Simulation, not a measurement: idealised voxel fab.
process module | voxel transistor to metal
cross-section cut | 170 nm wide | cells 5 nm
A cross-section is a grid of square cells, given in bands from the top down. A band is one or more rows of cells.
Each band's line starts with the height of the band's top and of its bottom, in nm. Then come its materials from left to right, each with its width in nm. One material with "throughout" fills the band from edge to edge. "air" is empty space.
Height 0 is the level under which the wafer as received is all one material. The lowest band goes on downwards, as in "0 down".
A width such as "30 to 40" changes by the same amount from each row of cells to the next, from the band's top row to its bottom row.
"no change" after a step means that no cell of the cross-section changed.
closed voids: empty space of 8 cells or more with no open way to the top, each as width x height at its distance from the left edge, in nm
after a step's settings: what the simulator itself notes on the step
overlay nm, on a step with a mask: how far to the right of its planned place the mask lay; to the left if negative
plan
1 op RECEIVE | material Si
2 op OXIDIZE | depth nm 5
3 op CONFORMAL_DEP | material SiN | thk nm 15
4 op PATTERN | tone cover | mask id ACTIVE | material resist | width nm 110 | thk nm 15 | overlay nm 0
5 op DIRECTIONAL_ETCH | etch materials SiN | depth nm 15
6 op DIRECTIONAL_ETCH | etch materials SiO2 | depth nm 5
7 op DIRECTIONAL_ETCH | etch materials Si | depth nm 25
8 op STRIP | etch materials resist
9 op FILL_DEP | material SiO2 | thk nm 15
10 op CMP | height nm 15
11 op SELECTIVE_ETCH | etch materials SiO2 | depth nm 10
12 op STRIP | etch materials SiN
13 op SELECTIVE_ETCH | etch materials SiO2 | depth nm 5
14 op OXIDIZE | depth nm 5
15 op DIRECTIONAL_DEP | material polySi | thk nm 30
16 op DIRECTIONAL_DEP | material SiCN | thk nm 10
17 op MASKED_ETCH | tone cover | mask id GATE | width nm 20 | etch materials SiCN | depth nm 20 | overlay nm 0
18 op MASKED_ETCH | tone cover | mask id GATE | width nm 20 | etch materials polySi | depth nm 40 | overlay nm 0
19 op CONFORMAL_DEP | material SiO2 | thk nm 5
20 op DIRECTIONAL_ETCH | etch materials SiO2 | depth nm 5
21 op CONFORMAL_DEP | material SiN | thk nm 5
22 op DIRECTIONAL_ETCH | etch materials SiN | depth nm 5
23 op DIRECTIONAL_ETCH | etch materials SiO2 | depth nm 5
24 op DIRECTIONAL_ETCH | etch materials Si | depth nm 15
25 op EPI | material nSi | thk nm 20
26 op FILL_DEP | material SiO2 | thk nm 5
27 op CMP | height nm 35
28 op DIRECTIONAL_DEP | material SiO2 | thk nm 15
29 op PATTERN | tone open | mask id CONTACT | material resist | width nm 30 | pitch nm 60 | thk nm 15 | overlay nm 0
30 op DIRECTIONAL_ETCH | etch materials SiO2 | depth nm 40
31 op STRIP | etch materials resist
32 op CONFORMAL_DEP | material TiN | thk nm 5
33 op FILL_DEP | material W | thk nm 10
34 op CMP | height nm 50
35 op DIRECTIONAL_DEP | material TiN | thk nm 5
36 op DIRECTIONAL_DEP | material W | thk nm 15
37 op PATTERN | tone cover | mask id METAL_1 | material resist | width nm 20 | pitch nm 70 | thk nm 15 | overlay nm 0
38 op DIRECTIONAL_ETCH | etch materials W | depth nm 15
39 op DIRECTIONAL_ETCH | etch materials TiN | depth nm 5
40 op STRIP | etch materials resist
41 op CONFORMAL_DEP | material SiN | thk nm 5
42 op FILL_DEP | material lowk | thk nm 10
43 op CMP | height nm 70
44 op CONFORMAL_DEP | material SiCN | thk nm 5
45 op DIRECTIONAL_DEP | material lowk | thk nm 25
46 op DIRECTIONAL_DEP | material aC | thk nm 10
47 op PATTERN | tone open | mask id METAL_2_HOLES | material resist | width nm 15 | pitch nm 70 | thk nm 25 | overlay nm 0
48 op DIRECTIONAL_ETCH | etch materials aC | depth nm 10
49 op STRIP | etch materials resist
50 op DIRECTIONAL_ETCH | etch materials lowk | depth nm 25
51 op STRIP | etch materials aC
52 op MASKED_ETCH | tone open | mask id METAL_2 | width nm 20 | pitch nm 70 | etch materials lowk | depth nm 15 | overlay nm 0
53 op MASKED_ETCH | tone open | mask id METAL_2 | width nm 20 | pitch nm 70 | etch materials SiCN | depth nm 5 | overlay nm 0
54 op CONFORMAL_DEP | material TiN | thk nm 5
55 op FILL_DEP | material Cu | thk nm 10
56 op CMP | height nm 100
57 op CONFORMAL_DEP | material SiCN | thk nm 5
as received, after step 1
  0 down: Si throughout
  closed voids: none
first wafer at the end, as planned
  105 to 100: SiCN throughout
  100 to 90: lowk 40 | TiN 5 | Cu 10 | TiN 5 | lowk 50 | TiN 5 | Cu 10 | TiN 5 | lowk 40
  90 to 85: lowk 40 | TiN 5 | Cu 5 | TiN 10 | lowk 50 | TiN 5 | Cu 5 | TiN 10 | lowk 40
  85 to 75: lowk 40 | TiN 5 | Cu 5 | TiN 5 | lowk 55 | TiN 5 | Cu 5 | TiN 5 | lowk 45
  75 to 70: SiCN 40 | TiN 15 | SiCN 55 | TiN 15 | SiCN 45
  70 to 55: lowk 35 | SiN 5 | W 20 | SiN 5 | lowk 40 | SiN 5 | W 20 | SiN 5 | lowk 35
  55 to 50: SiN 40 | TiN 20 | SiN 50 | TiN 20 | SiN 40
  50 to 40: SiO2 40 | TiN 5 | W 20 | TiN 5 | SiO2 30 | TiN 5 | W 20 | TiN 5 | SiO2 40
  40 to 35: SiO2 40 | TiN 5 | W 15 | TiN 10 | SiO2 30 | TiN 10 | W 15 | TiN 5 | SiO2 40
  35 to 25: SiO2 40 | TiN 5 | W 15 | TiN 5 | SiN 5 | SiO2 5 | SiCN 20 | SiO2 5 | SiN 5 | TiN 5 | W 15 | TiN 5 | SiO2 40
  25 to 15: SiO2 40 | TiN 5 | W 15 | TiN 5 | SiN 5 | SiO2 5 | polySi 20 | SiO2 5 | SiN 5 | TiN 5 | W 15 | TiN 5 | SiO2 40
  15 to 10: SiO2 40 | TiN 25 | SiN 5 | SiO2 5 | polySi 20 | SiO2 5 | SiN 5 | TiN 25 | SiO2 40
  10 to 0: SiO2 25 | nSi 40 | SiN 5 | SiO2 5 | polySi 20 | SiO2 5 | SiN 5 | nSi 40 | SiO2 25
  0 to -5: SiO2 25 | nSi 5 | SiN 5 | nSi 30 | SiN 5 | SiO2 5 | polySi 20 | SiO2 5 | SiN 5 | nSi 30 | SiN 5 | nSi 5 | SiO2 25
  -5 to -10: SiO2 35 | nSi 30 | SiO2 40 | nSi 30 | SiO2 35
  -10 to -25: SiO2 30 | Si 5 | nSi 30 | Si 40 | nSi 30 | Si 5 | SiO2 30
  -25 to -30: SiO2 30 | Si 110 | SiO2 30
  -30 down: Si throughout
  closed voids: none
second wafer at the end: like start, like plan, one mistake
  105 to 100: SiCN throughout
  100 to 90: lowk 40 | TiN 5 | Cu 10 | TiN 5 | lowk 50 | TiN 5 | Cu 10 | TiN 5 | lowk 40
  90 to 85: lowk 40 | TiN 5 | Cu 5 | TiN 10 | lowk 50 | TiN 5 | Cu 5 | TiN 10 | lowk 40
  85 to 75: lowk 40 | TiN 5 | Cu 5 | TiN 5 | lowk 55 | TiN 5 | Cu 5 | TiN 5 | lowk 45
  75 to 70: SiCN 40 | TiN 15 | SiCN 55 | TiN 15 | SiCN 45
  70 to 65: SiN 40 | TiN 20 | SiN 50 | TiN 20 | SiN 40
  65 to 55: W throughout
  55 to 50: TiN 45 | W 20 | TiN 40 | W 20 | TiN 45
  50 to 40: SiO2 40 | TiN 5 | W 20 | TiN 5 | SiO2 30 | TiN 5 | W 20 | TiN 5 | SiO2 40
  40 to 35: SiO2 40 | TiN 5 | W 15 | TiN 10 | SiO2 30 | TiN 10 | W 15 | TiN 5 | SiO2 40
  35 to 25: SiO2 40 | TiN 5 | W 15 | TiN 5 | SiN 5 | SiO2 5 | SiCN 20 | SiO2 5 | SiN 5 | TiN 5 | W 15 | TiN 5 | SiO2 40
  25 to 15: SiO2 40 | TiN 5 | W 15 | TiN 5 | SiN 5 | SiO2 5 | polySi 20 | SiO2 5 | SiN 5 | TiN 5 | W 15 | TiN 5 | SiO2 40
  15 to 10: SiO2 40 | TiN 25 | SiN 5 | SiO2 5 | polySi 20 | SiO2 5 | SiN 5 | TiN 25 | SiO2 40
  10 to 0: SiO2 25 | nSi 40 | SiN 5 | SiO2 5 | polySi 20 | SiO2 5 | SiN 5 | nSi 40 | SiO2 25
  0 to -5: SiO2 25 | nSi 5 | SiN 5 | nSi 30 | SiN 5 | SiO2 5 | polySi 20 | SiO2 5 | SiN 5 | nSi 30 | SiN 5 | nSi 5 | SiO2 25
  -5 to -10: SiO2 35 | nSi 30 | SiO2 40 | nSi 30 | SiO2 35
  -10 to -25: SiO2 30 | Si 5 | nSi 30 | Si 40 | nSi 30 | Si 5 | SiO2 30
  -25 to -30: SiO2 30 | Si 110 | SiO2 30
  -30 down: Si throughout
  closed voids: none
what went wrong: step 34 was left out
at the end the second wafer has, in cells: 12 fewer of SiN | 26 more of TiN | 52 more of W | 66 fewer of lowk
